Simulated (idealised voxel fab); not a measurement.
process module | voxel tone inversion
cross-section cut | 275 nm wide | cells 5 nm
A cross-section is a grid of square cells, given in bands from the top down. A band is one or more rows of cells.
Each band's line starts with the height of the band's top and of its bottom, in nm. Then come its materials from left to right, each with its width in nm. One material with "throughout" fills the band from edge to edge. "air" is empty space.
Height 0 is the level under which the wafer as received is all one material. The lowest band goes on downwards, as in "0 down".
A width such as "30 to 40" changes by the same amount from each row of cells to the next, from the band's top row to its bottom row.
"no change" after a step means that no cell of the cross-section changed.
closed voids: empty space of 8 cells or more with no open way to the top, each as width x height at its distance from the left edge, in nm
after a step's settings: what the simulator itself notes on the step
overlay nm, on a step with a mask: how far to the right of its planned place the mask lay; to the left if negative
plan
1 op RECEIVE | material Si
2 op CONFORMAL_DEP | material SiCN | thk nm 10
3 op DIRECTIONAL_DEP | material polySi | thk nm 15
4 op PATTERN | tone cover | mask id POSTS | material resist | width nm 20 | pitch nm 40 | thk nm 25 | overlay nm 0
5 op DIRECTIONAL_ETCH | etch materials polySi | depth nm 15
6 op STRIP | etch materials resist
7 op FILL_DEP | material lowk | thk nm 10
8 op CMP | height nm 25
9 op STRIP | etch materials polySi
10 op CONFORMAL_DEP | material TiN | thk nm 5
11 op FILL_DEP | material Ru | thk nm 10
12 op CMP | height nm 25
13 op CONFORMAL_DEP | material SiN | thk nm 5
as received, after step 1
  0 down: Si throughout
  closed voids: none
first wafer at the end, as planned
  30 to 25: SiN throughout
  25 to 15: lowk 65 | TiN 5 | Ru 10 | TiN 5 | lowk 20 | TiN 5 | Ru 10 | TiN 5 | lowk 20 | TiN 5 | Ru 10 | TiN 5 | lowk 20 | TiN 5 | Ru 10 | TiN 5 | lowk 70
  15 to 10: lowk 65 | TiN 20 | lowk 20 | TiN 20 | lowk 20 | TiN 20 | lowk 20 | TiN 20 | lowk 70
  10 to 0: SiCN throughout
  0 down: Si throughout
  closed voids: none
second wafer at the end: like start, like plan, one mistake
  30 to 25: SiN throughout
  25 to 15: lowk 70 | TiN 5 | Ru 5 | TiN 5 | lowk 25 | TiN 5 | Ru 5 | TiN 5 | lowk 25 | TiN 5 | Ru 5 | TiN 5 | lowk 25 | TiN 5 | Ru 5 | TiN 5 | lowk 70
  15 to 10: lowk 70 | TiN 15 | lowk 25 | TiN 15 | lowk 25 | TiN 15 | lowk 25 | TiN 15 | lowk 70
  10 to 0: SiCN throughout
  0 down: Si throughout
  closed voids: none
what went wrong: step 4 ran as: op PATTERN | tone cover | mask id POSTS | material resist | width nm 15 | pitch nm 40 | thk nm 25 | overlay nm 0
at the end the second wafer has, in cells: 8 fewer of Ru | 4 fewer of TiN | 12 more of lowk
